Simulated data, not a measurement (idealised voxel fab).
Process module name: voxel quadruple lines
Section cut is 265 nm wide and gridded with 5 nm square cells.
In this document a cross-section is written as a grid of square cells. It is given as a series of bands, listed from the top down, and a band is one or more rows of cells. Band: top and bottom heights (nm) first, top before bottom; then materials from left to right, widths in nm. "throughout" marks a sole material filling the band edge to edge. "blank" denotes empty space. Heights are expressed relative to 0, this being the level below which the as-received wafer comprises one material exclusively. The lowest band is unbounded in the downward direction and is denoted as in "0..down". Graded width ("30..40"): value in top row of band = first number; value in bottom row = second number; row-to-row change constant. For the purposes of this document, the phrase "remained the same" attached to a step denotes that no cell within the cross-section was modified by that step. Voids not open to the top, 8 cells minimum: see "Closed-off voids". Written width x height at distance; distance is from the left edge; nm. Text after the settings on a step's line: the simulator's own remark on that step. overlay nm: on a step with a mask, how far right of its planned place the mask lay; negative means left.

These are the steps we planned for the process
1) RECEIVE [material Si]
2) CONFORMAL_DEP [material SiO2] [thk nm 5]
3) DIRECTIONAL_DEP [material W] [thk nm 10]
4) DIRECTIONAL_DEP [material polySi] [thk nm 20]
5) DIRECTIONAL_DEP [material aC] [thk nm 20]
6) PATTERN [tone cover] [mask id MANDREL] [material resist] [width nm 25] [pitch nm 80] [thk nm 25] [overlay nm 0]
7) DIRECTIONAL_ETCH [etch materials aC] [depth nm 20]
8) STRIP [etch materials resist]
9) CONFORMAL_DEP [material SiO2] [thk nm 15]
10) DIRECTIONAL_ETCH [etch materials SiO2] [depth nm 15]
11) STRIP [etch materials aC]
12) DIRECTIONAL_ETCH [etch materials polySi] [depth nm 20]
13) STRIP [etch materials SiO2]
14) CONFORMAL_DEP [material SiN] [thk nm 5]
15) DIRECTIONAL_ETCH [etch materials SiN] [depth nm 5]
16) STRIP [etch materials polySi]
17) DIRECTIONAL_ETCH [etch materials W] [depth nm 10]
18) STRIP [etch materials SiN]
19) FILL_DEP [material lowk] [thk nm 10]
20) CMP [height nm 15]
Among the wafers covered here, the point of difference is the thk nm at step 14; their starting state is shared, and the plan presents the value of the first wafer.

Cut through the first of several wafers as received, post step 1
> 0..down: Si throughout
> Closed-off voids: none

The first of several wafers, seen in cross-section after the module's last step, step 20
> 15..5: 60 of lowk, then 5 of W, then 15 of lowk, then 5 of W, then 15 of lowk, then 5 of W, then 15 of lowk, then 5 of W, then 15 of lowk, then 5 of W, then 15 of lowk, then 5 of W, then 15 of lowk, then 5 of W, then 15 of lowk, then 5 of W, then 60 of lowk
> 5..0: SiO2 throughout
> 0..down: Si throughout
> Closed-off voids: none

Final wafer of several, shown in cross-section at the end of the module
> 15..5: W throughout
> 5..0: SiO2 throughout
> 0..down: Si throughout
> Closed-off voids: none

For your reference, the table is organized with a row per wafer; each row reflects the wafer at the end of the module, indicating for each material the cells gained (+) or lost (-) since receipt, and thereafter its closed voids
thk nm 5; +53 SiO2; +16 W; +90 lowk; Closed-off voids: none
thk nm 10; +53 SiO2; +106 W; Closed-off voids: none
thk nm 15; +53 SiO2; +106 W; Closed-off voids: none
thk nm 20; +53 SiO2; +106 W; Closed-off voids: none
